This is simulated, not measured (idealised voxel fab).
The document below concerns the process module designated voxel fin reveal.
cross-section cut | 225 nm wide | cells 5 nm
Heads up, the way a cross-section reads in here is a grid of square cells, handed over as bands from the top down, with every band being one or more rows of cells.
Read a band's entry like this: the first values are the height of its top and the height of its bottom in nm, and what follows is the sequence of materials from left to right, each with its width in nm. Note that "empty" is empty space, and that a single material marked "everywhere" reaches across the band from edge to edge.
The reference from which all heights are counted is 0, the level beneath which the as-received wafer is entirely one material; the lowest band, having no lower bound, proceeds downward and is written after the example "0..down".
When a width is written as two numbers, as in "30->40", the first number is the width in the top row of cells of the band and the second is the width in its bottom row, and the width changes by the same amount from each row to the next.
Reading "no alteration" for a step: not a cell of the cross-section changed in it.
"Closed internal voids" specifies each empty space that is not open to the top and that occupies no fewer than 8 cells, using the form width x height at distance, the distance measured from the left edge and all three quantities in nm.
Formally, on a step line, whatever follows the settings is a remark that the simulator itself makes on the step.
"overlay nm" on a masked step: distance the mask lay right of its planned place, negative for left.
## Here's what the planned process steps look like
1,op RECEIVE | material Si
2,op CONFORMAL_DEP | material SiN | thk nm 5
3,op MASKED_ETCH | tone cover | mask id FINS | width nm 15 | pitch nm 35 | etch materials SiN | depth nm 5 | overlay nm 0
4,op MASKED_ETCH | tone cover | mask id FINS | width nm 15 | pitch nm 35 | etch materials Si | depth nm 35 | overlay nm 0
5,op FILL_DEP | material SiO2 | thk nm 5
6,op CMP | height nm 5
7,op SELECTIVE_ETCH | etch materials SiO2 | depth nm 30
8,op STRIP | etch materials SiN
9,op CONFORMAL_DEP | material SiO2 | thk nm 5
## The cross-section here shows the wafer as received, i.e. in its state after step 1
  0..down | Si everywhere
  Closed internal voids: none
## First wafer of two, sectioned at end of module; run went per plan
  5..0 | empty=65, then SiO2=25, then empty=10, then SiO2=25, then empty=10, then SiO2=25, then empty=65
  0..-20 | empty=65, then SiO2=5, then Si=15, then SiO2=5, then empty=10, then SiO2=5, then Si=15, then SiO2=5, then empty=10, then SiO2=5, then Si=15, then SiO2=5, then empty=65
  -20..-35 | SiO2=70, then Si=15, then SiO2=20, then Si=15, then SiO2=20, then Si=15, then SiO2=70
  -35..down | Si everywhere
  Closed internal voids: none
## Cross-sectional view of the second of two wafers upon completion of the module. This wafer shared its starting condition and process plan with the first; one error was made during its execution
  5..0 | empty=65, then SiO2=25, then empty=10, then SiO2=25, then empty=10, then SiO2=25, then empty=65
  0..-20 | empty=65, then SiO2=5, then Si=15, then SiO2=5, then empty=10, then SiO2=5, then Si=15, then SiO2=5, then empty=10, then SiO2=5, then Si=15, then SiO2=5, then empty=65
  -20..-25 | SiO2=45, then empty=20, then SiO2=5, then Si=15, then SiO2=5, then empty=10, then SiO2=5, then Si=15, then SiO2=5, then empty=10, then SiO2=5, then Si=15, then SiO2=5, then empty=20, then SiO2=45
  -25..-35 | SiO2=70, then Si=15, then SiO2=20, then Si=15, then SiO2=20, then Si=15, then SiO2=70
  -35..down | Si everywhere
  Closed internal voids: none
Want to know what went wrong? steps 7 and 8 got flipped, so each one ran where the other should have
End check, counted in cells, second wafer has more or fewer of these materials than the first: SiO2: 12 fewer
